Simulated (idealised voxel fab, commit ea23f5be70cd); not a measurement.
This is a process module. Its name is voxel air gaps.
The width of the displayed cross-section, cut, is 220 nm; its cells are square, with a size of 5 nm.
When this document writes out a cross-section, it uses a grid of square cells and lists it as bands, beginning at the top and moving down, with a band standing for one or more rows of cells.
Top, bottom (nm), then materials left to right with widths (nm); lone material tagged "everywhere" fills the whole band edge to edge; "air" = empty space.
Counting heights begins at 0, where everything beneath is, in the wafer as received, one material. The lowest band has no bottom; it goes on downwards, as "from 0 down" shows.
Per-row width for "30->40": begins at first number (top row of band), ends at second number (bottom row), increment between rows held constant.
No cell of the cross-section changed in a step that is given as "stayed the same".
Empty spaces counting at least 8 cells and having no open way to the top are listed in "Listed closed voids". The notation width x height at distance is used for each, the distance being from the left edge and all three values in nm.
That trailing text on a step's line, after the settings, is the simulator's own remark on the step.
A step's line can hold "overlay nm"; with a mask on that step, the setting says how far right of the planned place the mask lay, while a negative setting says it lay to the left.
### Process steps (planned)
1: op RECEIVE | material Si
2: op CONFORMAL_DEP | material SiO2 | thk nm 10
3: op CONFORMAL_DEP | material SiCN | thk nm 5
4: op DIRECTIONAL_DEP | material SiO2 | thk nm 30
5: op PATTERN | tone open | mask id LINES | material resist | width nm 25 | pitch nm 50 | thk nm 15 | overlay nm 0
6: op DIRECTIONAL_ETCH | etch materials SiO2 | depth nm 30
7: op STRIP | etch materials resist
8: op CONFORMAL_DEP | material TiN | thk nm 5
9: op FILL_DEP | material Ru | thk nm 5
10: op CMP | height nm 45
11: op EPI | material Ru | thk nm 10
12: op SELECTIVE_ETCH | etch materials SiO2 | depth nm 40
13: op CONFORMAL_DEP | material SiCN | thk nm 5
### First of two wafers, with the run carried out as planned
### Shown in cross-section is the wafer as received, that is, as it stands after step 1
> from 0 down | Si everywhere
> Listed closed voids: none
### Sectional view: wafer, after step 2
> from 10 to 0 | SiO2 everywhere
> Under 0: no change, same as before.
### Sectional view: wafer, after step 3
> from 15 to 10 | SiCN everywhere
> Under 10: no change, same as before.
### Sectional view: wafer, after step 4
> from 45 to 15 | SiO2 everywhere
> Under 15: no change, same as before.
### Sectional view: wafer, after step 5
> from 60 to 45 | 20 nm resist | 25 nm air | 25 nm resist | 25 nm air | 25 nm resist | 25 nm air | 25 nm resist | 25 nm air | 25 nm resist
> Under 45: no change, same as before.
### Sectional view: wafer, after step 6
> from 60 to 45 | 20 nm resist | 25 nm air | 25 nm resist | 25 nm air | 25 nm resist | 25 nm air | 25 nm resist | 25 nm air | 25 nm resist
> from 45 to 15 | 20 nm SiO2 | 25 nm air | 25 nm SiO2 | 25 nm air | 25 nm SiO2 | 25 nm air | 25 nm SiO2 | 25 nm air | 25 nm SiO2
> Under 15: no change, same as before.
### Sectional view: wafer, after step 7
> from 45 to 15 | 20 nm SiO2 | 25 nm air | 25 nm SiO2 | 25 nm air | 25 nm SiO2 | 25 nm air | 25 nm SiO2 | 25 nm air | 25 nm SiO2
> Under 15: no change, same as before.
### Sectional view: wafer, after step 8
> from 50 to 45 | 25 nm TiN | 15 nm air | 35 nm TiN | 15 nm air | 35 nm TiN | 15 nm air | 35 nm TiN | 15 nm air | 30 nm TiN
> from 45 to 20 | 20 nm SiO2 | 5 nm TiN | 15 nm air | 5 nm TiN | 25 nm SiO2 | 5 nm TiN | 15 nm air | 5 nm TiN | 25 nm SiO2 | 5 nm TiN | 15 nm air | 5 nm TiN | 25 nm SiO2 | 5 nm TiN | 15 nm air | 5 nm TiN | 25 nm SiO2
> from 20 to 15 | 20 nm SiO2 | 25 nm TiN | 25 nm SiO2 | 25 nm TiN | 25 nm SiO2 | 25 nm TiN | 25 nm SiO2 | 25 nm TiN | 25 nm SiO2
> Under 15: no change, same as before.
### Sectional view: wafer, after step 9
> from 55 to 50 | Ru everywhere
> from 50 to 45 | 25 nm TiN | 15 nm Ru | 35 nm TiN | 15 nm Ru | 35 nm TiN | 15 nm Ru | 35 nm TiN | 15 nm Ru | 30 nm TiN
> from 45 to 20 | 20 nm SiO2 | 5 nm TiN | 15 nm Ru | 5 nm TiN | 25 nm SiO2 | 5 nm TiN | 15 nm Ru | 5 nm TiN | 25 nm SiO2 | 5 nm TiN | 15 nm Ru | 5 nm TiN | 25 nm SiO2 | 5 nm TiN | 15 nm Ru | 5 nm TiN | 25 nm SiO2
> Under 20: no change, same as before.
### Sectional view: wafer, after step 10
> from 45 to 20 | 20 nm SiO2 | 5 nm TiN | 15 nm Ru | 5 nm TiN | 25 nm SiO2 | 5 nm TiN | 15 nm Ru | 5 nm TiN | 25 nm SiO2 | 5 nm TiN | 15 nm Ru | 5 nm TiN | 25 nm SiO2 | 5 nm TiN | 15 nm Ru | 5 nm TiN | 25 nm SiO2
> Under 20: no change, same as before.
### Sectional view: wafer, after step 11
> from 55 to 45 | 10 nm air | 45 nm Ru | 5 nm air | 45 nm Ru | 5 nm air | 45 nm Ru | 5 nm air | 45 nm Ru | 15 nm air
> Under 45: no change, same as before.
### Sectional view: wafer, after step 12
> from 55 to 45 | 10 nm air | 45 nm Ru | 5 nm air | 45 nm Ru | 5 nm air | 45 nm Ru | 5 nm air | 45 nm Ru | 15 nm air
> from 45 to 20 | 20 nm air | 5 nm TiN | 15 nm Ru | 5 nm TiN | 25 nm air | 5 nm TiN | 15 nm Ru | 5 nm TiN | 25 nm air | 5 nm TiN | 15 nm Ru | 5 nm TiN | 25 nm air | 5 nm TiN | 15 nm Ru | 5 nm TiN | 25 nm air
> from 20 to 15 | 20 nm air | 25 nm TiN | 25 nm air | 25 nm TiN | 25 nm air | 25 nm TiN | 25 nm air | 25 nm TiN | 25 nm air
> Under 15: no change, same as before.
### Sectional view: wafer, after step 13
> from 60 to 55 | 5 nm air | 205 nm SiCN | 10 nm air
> from 55 to 45 | 5 nm air | 5 nm SiCN | 45 nm Ru | 5 nm SiCN | 45 nm Ru | 5 nm SiCN | 45 nm Ru | 5 nm SiCN | 45 nm Ru | 5 nm SiCN | 10 nm air
> from 45 to 40 | 5 nm air | 15 nm SiCN | 5 nm TiN | 15 nm Ru | 5 nm TiN | 25 nm SiCN | 5 nm TiN | 15 nm Ru | 5 nm TiN | 25 nm SiCN | 5 nm TiN | 15 nm Ru | 5 nm TiN | 25 nm SiCN | 5 nm TiN | 15 nm Ru | 5 nm TiN | 15 nm SiCN | 10 nm air
> from 40 to 20 | 15 nm air | 5 nm SiCN | 5 nm TiN | 15 nm Ru | 5 nm TiN | 5 nm SiCN | 15 nm air | 5 nm SiCN | 5 nm TiN | 15 nm Ru | 5 nm TiN | 5 nm SiCN | 15 nm air | 5 nm SiCN | 5 nm TiN | 15 nm Ru | 5 nm TiN | 5 nm SiCN | 15 nm air | 5 nm SiCN | 5 nm TiN | 15 nm Ru | 5 nm TiN | 5 nm SiCN | 20 nm air
> from 20 to 15 | 20 nm SiCN | 25 nm TiN | 25 nm SiCN | 25 nm TiN | 25 nm SiCN | 25 nm TiN | 25 nm SiCN | 25 nm TiN | 25 nm SiCN
> Under 15: no change, same as before.
> Listed closed voids: 15 x 20 at 50; 15 x 20 at 100; 15 x 20 at 150
### Regarding the second of the two wafers: it shared the first wafer's starting condition and process plan, yet one error occurred during its execution. Its history coincides with that of the first wafer up to and including step 4
### Cross-section of the second wafer corresponding to the planned conclusion of step 5
> from 60 to 45 | 15 nm resist | 25 nm air | 25 nm resist | 25 nm air | 25 nm resist | 25 nm air | 25 nm resist | 25 nm air | 30 nm resist
> Under 45: no change, same as before.
### Cross-section of the second wafer corresponding to the planned conclusion of step 6
> from 60 to 45 | 15 nm resist | 25 nm air | 25 nm resist | 25 nm air | 25 nm resist | 25 nm air | 25 nm resist | 25 nm air | 30 nm resist
> from 45 to 15 | 15 nm SiO2 | 25 nm air | 25 nm SiO2 | 25 nm air | 25 nm SiO2 | 25 nm air | 25 nm SiO2 | 25 nm air | 30 nm SiO2
> Under 15: no change, same as before.
### Cross-section of the second wafer corresponding to the planned conclusion of step 7
> from 45 to 15 | 15 nm SiO2 | 25 nm air | 25 nm SiO2 | 25 nm air | 25 nm SiO2 | 25 nm air | 25 nm SiO2 | 25 nm air | 30 nm SiO2
> Under 15: no change, same as before.
### Cross-section of the second wafer corresponding to the planned conclusion of step 8
> from 50 to 45 | 20 nm TiN | 15 nm air | 35 nm TiN | 15 nm air | 35 nm TiN | 15 nm air | 35 nm TiN | 15 nm air | 35 nm TiN
> from 45 to 20 | 15 nm SiO2 | 5 nm TiN | 15 nm air | 5 nm TiN | 25 nm SiO2 | 5 nm TiN | 15 nm air | 5 nm TiN | 25 nm SiO2 | 5 nm TiN | 15 nm air | 5 nm TiN | 25 nm SiO2 | 5 nm TiN | 15 nm air | 5 nm TiN | 30 nm SiO2
> from 20 to 15 | 15 nm SiO2 | 25 nm TiN | 25 nm SiO2 | 25 nm TiN | 25 nm SiO2 | 25 nm TiN | 25 nm SiO2 | 25 nm TiN | 30 nm SiO2
> Under 15: no change, same as before.
### Cross-section of the second wafer corresponding to the planned conclusion of step 9
> from 55 to 50 | Ru everywhere
> from 50 to 45 | 20 nm TiN | 15 nm Ru | 35 nm TiN | 15 nm Ru | 35 nm TiN | 15 nm Ru | 35 nm TiN | 15 nm Ru | 35 nm TiN
> from 45 to 20 | 15 nm SiO2 | 5 nm TiN | 15 nm Ru | 5 nm TiN | 25 nm SiO2 | 5 nm TiN | 15 nm Ru | 5 nm TiN | 25 nm SiO2 | 5 nm TiN | 15 nm Ru | 5 nm TiN | 25 nm SiO2 | 5 nm TiN | 15 nm Ru | 5 nm TiN | 30 nm SiO2
> Under 20: no change, same as before.
### Cross-section of the second wafer corresponding to the planned conclusion of step 10
> from 45 to 20 | 15 nm SiO2 | 5 nm TiN | 15 nm Ru | 5 nm TiN | 25 nm SiO2 | 5 nm TiN | 15 nm Ru | 5 nm TiN | 25 nm SiO2 | 5 nm TiN | 15 nm Ru | 5 nm TiN | 25 nm SiO2 | 5 nm TiN | 15 nm Ru | 5 nm TiN | 30 nm SiO2
> Under 20: no change, same as before.
### Cross-section of the second wafer corresponding to the planned conclusion of step 11
> from 55 to 45 | 5 nm air | 45 nm Ru | 5 nm air | 45 nm Ru | 5 nm air | 45 nm Ru | 5 nm air | 45 nm Ru | 20 nm air
> Under 45: no change, same as before.
### Cross-section of the second wafer corresponding to the planned conclusion of step 12
> from 55 to 45 | 5 nm air | 45 nm Ru | 5 nm air | 45 nm Ru | 5 nm air | 45 nm Ru | 5 nm air | 45 nm Ru | 20 nm air
> from 45 to 20 | 15 nm air | 5 nm TiN | 15 nm Ru | 5 nm TiN | 25 nm air | 5 nm TiN | 15 nm Ru | 5 nm TiN | 25 nm air | 5 nm TiN | 15 nm Ru | 5 nm TiN | 25 nm air | 5 nm TiN | 15 nm Ru | 5 nm TiN | 30 nm air
> from 20 to 15 | 15 nm air | 25 nm TiN | 25 nm air | 25 nm TiN | 25 nm air | 25 nm TiN | 25 nm air | 25 nm TiN | 30 nm air
> Under 15: no change, same as before.
### Cross-section of the second wafer corresponding to the planned conclusion of step 13
> from 60 to 55 | 205 nm SiCN | 15 nm air
> from 55 to 45 | 5 nm SiCN | 45 nm Ru | 5 nm SiCN | 45 nm Ru | 5 nm SiCN | 45 nm Ru | 5 nm SiCN | 45 nm Ru | 5 nm SiCN | 15 nm air
> from 45 to 40 | 15 nm SiCN | 5 nm TiN | 15 nm Ru | 5 nm TiN | 25 nm SiCN | 5 nm TiN | 15 nm Ru | 5 nm TiN | 25 nm SiCN | 5 nm TiN | 15 nm Ru | 5 nm TiN | 25 nm SiCN | 5 nm TiN | 15 nm Ru | 5 nm TiN | 15 nm SiCN | 15 nm air
> from 40 to 20 | 10 nm air | 5 nm SiCN | 5 nm TiN | 15 nm Ru | 5 nm TiN | 5 nm SiCN | 15 nm air | 5 nm SiCN | 5 nm TiN | 15 nm Ru | 5 nm TiN | 5 nm SiCN | 15 nm air | 5 nm SiCN | 5 nm TiN | 15 nm Ru | 5 nm TiN | 5 nm SiCN | 15 nm air | 5 nm SiCN | 5 nm TiN | 15 nm Ru | 5 nm TiN | 5 nm SiCN | 25 nm air
> from 20 to 15 | 15 nm SiCN | 25 nm TiN | 25 nm SiCN | 25 nm TiN | 25 nm SiCN | 25 nm TiN | 25 nm SiCN | 25 nm TiN | 30 nm SiCN
> Under 15: no change, same as before.
> Listed closed voids: 10 x 20 at 0; 15 x 20 at 45; 15 x 20 at 95; 15 x 20 at 145
Deviation from plan: it should be noted that step 5 was executed with settings other than those planned, the operation and settings actually applied being op PATTERN | tone open | mask id LINES | material resist | width nm 25 | pitch nm 50 | thk nm 15 | overlay nm -5
The two final wafers agree on how many cells each material fills and disagree on which cells those are.
On completion, 4 closed voids are found in the second wafer, whereas the first wafer has 3.
